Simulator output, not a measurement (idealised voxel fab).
process module | voxel fin reveal
cross-section cut | 170 nm wide | cells 5 nm
A cross-section is a grid of square cells, given in bands from the top down. A band is one or more rows of cells.
Each band's line starts with the height of the band's top and of its bottom, in nm. Then come its materials from left to right, each with its width in nm. One material with "throughout" fills the band from edge to edge. "air" is empty space.
Height 0 is the level under which the wafer as received is all one material. The lowest band goes on downwards, as in "0 down".
A width such as "30 to 40" changes by the same amount from each row of cells to the next, from the band's top row to its bottom row.
"no change" after a step means that no cell of the cross-section changed.
closed voids: empty space of 8 cells or more with no open way to the top, each as width x height at its distance from the left edge, in nm
after a step's settings: what the simulator itself notes on the step
overlay nm, on a step with a mask: how far to the right of its planned place the mask lay; to the left if negative
plan
1 op RECEIVE | material Si
2 op CONFORMAL_DEP | material SiN | thk nm 5
3 op MASKED_ETCH | tone cover | mask id FINS | width nm 15 | pitch nm 35 | etch materials SiN | depth nm 5 | overlay nm 0
4 op MASKED_ETCH | tone cover | mask id FINS | width nm 15 | pitch nm 35 | etch materials Si | depth nm 30 | overlay nm 0
5 op OXIDIZE | depth nm 5
6 op FILL_DEP | material SiO2 | thk nm 5
7 op CMP | height nm 5
8 op SELECTIVE_ETCH | etch materials SiO2 | depth nm 20
9 op STRIP | etch materials SiN
10 op CONFORMAL_DEP | material SiO2 | thk nm 5
as received, after step 1
  0 down: Si throughout
  closed voids: none
first wafer at the end, as planned
  5 to 0: air 25 | SiO2 15 | air 20 | SiO2 15 | air 20 | SiO2 15 | air 20 | SiO2 15 | air 25
  0 to -10: air 25 | SiO2 5 | Si 5 | SiO2 5 | air 20 | SiO2 5 | Si 5 | SiO2 5 | air 20 | SiO2 5 | Si 5 | SiO2 5 | air 20 | SiO2 5 | Si 5 | SiO2 5 | air 25
  -10 to -35: SiO2 30 | Si 5 | SiO2 30 | Si 5 | SiO2 30 | Si 5 | SiO2 30 | Si 5 | SiO2 30
  -35 down: Si throughout
  closed voids: none
second wafer at the end: like start, like plan, one mistake
  5 to 0: air 25 | SiO2 20 | air 15 | SiO2 20 | air 15 | SiO2 20 | air 15 | SiO2 20 | air 20
  0 to -10: air 25 | SiO2 5 | Si 10 | SiO2 5 | air 15 | SiO2 5 | Si 10 | SiO2 5 | air 15 | SiO2 5 | Si 10 | SiO2 5 | air 15 | SiO2 5 | Si 10 | SiO2 5 | air 20
  -10 to -35: SiO2 30 | Si 10 | SiO2 25 | Si 10 | SiO2 25 | Si 10 | SiO2 25 | Si 10 | SiO2 25
  -35 down: Si throughout
  closed voids: none
what went wrong: step 3 ran as: op MASKED_ETCH | tone cover | mask id FINS | width nm 20 | pitch nm 35 | etch materials SiN | depth nm 5 | overlay nm 0
at the end the second wafer has, in cells: 28 more of Si | 16 fewer of SiO2
